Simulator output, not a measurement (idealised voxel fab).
The following is a process module called voxel ribs on slabs.
Xsec cut, 295 nm wide, square cell size 5 nm.
Cross-section format: a grid of square cells, given as bands from top to bottom; each band is one or more rows of cells. For a band, the entry starts with two heights in nm, that of the top and then that of the bottom, and carries on with the band's materials in order from left to right, each alongside its width in nm; the word "everywhere" beside a single material means it fills the band edge to edge, and "empty" means empty space. Below 0: as-received wafer, all one material; heights counted from there. Lowest band: no bottom, goes on down, written "0 nm and below". A width given as "30->40" starts at the first number in the band's top row and ends at the second number in its bottom row, shifting by an equal amount at every step from row to row. A step reported as "same as before" is a step in which no cell of the cross-section changed. What "Fully enclosed voids" gives you is every empty space of 8 cells or more that is cut off from the top. Each appears as width x height at distance, with the distance taken from the left edge and width, height and distance all in nm. after a step's settings: what the simulator itself notes on the step. Steps that use a mask can have "overlay nm" on their line. It says how far the mask sat to the right of where it was meant to be. Negative means to the left.
THIS SECTION LISTS THE PROCESS STEPS THAT WERE PLANNED
1 RECEIVE,material Si
2 DIRECTIONAL_DEP,material SiO2,thk nm 25
3 DIRECTIONAL_DEP,material SiN,thk nm 20
4 MASKED_ETCH,tone cover,mask id RIB,width nm 15,etch materials SiN,depth nm 10,overlay nm 0
5 PATTERN,tone cover,mask id SLAB,material resist,width nm 55,thk nm 15,overlay nm 0
6 DIRECTIONAL_ETCH,etch materials SiN,depth nm 10
7 STRIP,etch materials resist
8 FILL_DEP,material SiO2,thk nm 25
9 CMP,height nm 60
10 DIRECTIONAL_DEP,material TiN,thk nm 10
11 DIRECTIONAL_DEP,material aC,thk nm 15
12 PATTERN,tone cover,mask id HEATER,material resist,width nm 25,thk nm 30,overlay nm 0
13 DIRECTIONAL_ETCH,etch materials aC,depth nm 5
14 STRIP,etch materials resist
15 DIRECTIONAL_ETCH,etch materials TiN,depth nm 10
16 STRIP,etch materials aC
17 CONFORMAL_DEP,material SiN,thk nm 10
The plan's step 13 depth nm is the first wafer's value; the wafers differ in this setting and start identical.
INCOMING STATE OF THE FIRST OF SEVERAL WAFERS IN CROSS-SECTION: AFTER STEP 1
    0 nm and below = Si everywhere
    Fully enclosed voids: none
FIRST OF SEVERAL WAFERS IN CROSS-SECTION AT MODULE END, FOLLOWING THE FINAL STEP, STEP 17
    80 nm to 70 nm = SiN everywhere
    70 nm to 60 nm = TiN everywhere
    60 nm to 45 nm = SiO2 everywhere
    45 nm to 35 nm = SiO2 (140) / SiN (15) / SiO2 (140)
    35 nm to 25 nm = SiO2 (120) / SiN (55) / SiO2 (120)
    25 nm to 0 nm = SiO2 everywhere
    0 nm and below = Si everywhere
    Fully enclosed voids: none
CROSS-SECTIONAL DEPICTION OF THE LAST OF SEVERAL WAFERS UPON COMPLETION OF THE MODULE
    80 nm to 70 nm = empty (125) / SiN (45) / empty (125)
    70 nm to 60 nm = SiN (135) / TiN (25) / SiN (135)
    60 nm to 45 nm = SiO2 everywhere
    45 nm to 35 nm = SiO2 (140) / SiN (15) / SiO2 (140)
    35 nm to 25 nm = SiO2 (120) / SiN (55) / SiO2 (120)
    25 nm to 0 nm = SiO2 everywhere
    0 nm and below = Si everywhere
    Fully enclosed voids: none
FOR YOUR REFERENCE, THE TABLE IS ORGANIZED WITH A ROW PER WAFER; EACH ROW REFLECTS THE WAFER AT THE END OF THE MODULE, INDICATING FOR EACH MATERIAL THE CELLS GAINED (+) OR LOST (-) SINCE RECEIPT, AND THEREAFTER ITS CLOSED VOIDS
depth nm 5 | +146 SiN | +680 SiO2 | +118 TiN | Fully enclosed voids: none
depth nm 10 | +146 SiN | +680 SiO2 | +118 TiN | Fully enclosed voids: none
depth nm 15 | +154 SiN | +680 SiO2 | +10 TiN | Fully enclosed voids: none
depth nm 20 | +154 SiN | +680 SiO2 | +10 TiN | Fully enclosed voids: none
depth nm 25 | +154 SiN | +680 SiO2 | +10 TiN | Fully enclosed voids: none
depth nm 30 | +154 SiN | +680 SiO2 | +10 TiN | Fully enclosed voids: none
